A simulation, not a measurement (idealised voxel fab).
Presented below is a process module, voxel gate over fins.
Cross-sectional view cut (width: 235 nm; square cell size: 5 nm).
Cross-section, as written here: a square-cell grid given band by band from the top down, where a band holds one or more rows of cells. Heads up on the band format: heights come first, top then bottom, in nm. After that it's the materials left to right, each with its width in nm. A single material flagged "all across" fills the whole band edge to edge, and "empty" means there's empty space there. The level at which height equals 0 is the one under which the wafer, as it arrives, is entirely one material. No lower edge exists for the bottom band, which continues downward and is notated as in "from 0 down". Quick explanation for "30..40": the width changes in equal steps down the rows of cells, from the first number in the band's top row to the second number in its bottom row. The designation "same as before", where it is given for a processing step, indicates that no cell of the cross-section was altered in the course of that step. Look at "Closed void register" for the closed voids: empty spaces with no open path to the top, sized 8 cells or up. Each is width x height at distance, distance from the left edge, all nm. Where a step's line continues beyond its settings, the continuation is a remark by the simulator itself on that step. What "overlay nm" on a step's line means: if the step has a mask, that mask lay this far to the right of its planned place, or, when the value is negative, to the left.
## Below is the list of planned process steps
1. RECEIVE,material Si
2. CONFORMAL_DEP,material SiN,thk nm 5
3. PATTERN,tone cover,mask id FINS,material resist,width nm 15,pitch nm 40,thk nm 15,overlay nm 0
4. DIRECTIONAL_ETCH,etch materials SiN,depth nm 5
5. DIRECTIONAL_ETCH,etch materials Si,depth nm 35
6. STRIP,etch materials resist
7. OXIDIZE,depth nm 5
8. FILL_DEP,material SiO2,thk nm 10
9. CMP,height nm -5
10. SELECTIVE_ETCH,etch materials SiO2,depth nm 15
11. STRIP,etch materials SiN
12. CONFORMAL_DEP,material HfO2,thk nm 5
13. CONFORMAL_DEP,material TiN,thk nm 5
14. CONFORMAL_DEP,material TiAl,thk nm 5
15. CONFORMAL_DEP,material TiN,thk nm 5
16. FILL_DEP,material W,thk nm 10
17. CMP,height nm 25
18. CONFORMAL_DEP,material SiCN,thk nm 5
Among the wafers covered here, the point of difference is the height nm at step 9; their starting state is shared, and the plan presents the value of the first wafer.
## Cross-section of the first of several wafers on receipt, reflecting completion of step 1
- from 0 down: Si all across
- Closed void register: none
## Row per wafer, end-of-module: cell gain (+)/loss (-) by material since the wafer came in, then closed voids
height nm -5, +59 HfO2, -362 Si, +47 SiCN, +180 SiO2, +59 TiAl, +115 TiN, +184 W, Closed void register: none
height nm 0, +59 HfO2, -360 Si, +47 SiCN, +225 SiO2, +59 TiAl, +115 TiN, +137 W, Closed void register: none
height nm 5, +55 HfO2, -360 Si, +47 SiCN, +270 SiO2, +55 TiAl, +108 TiN, +107 W, Closed void register: none
height nm 10, +51 HfO2, -360 Si, +47 SiCN, +315 SiO2, +51 TiAl, +101 TiN, +77 W, Closed void register: none
height nm 15, +47 HfO2, -360 Si, +47 SiCN, +360 SiO2, +47 TiAl, +94 TiN, +47 W, Closed void register: none
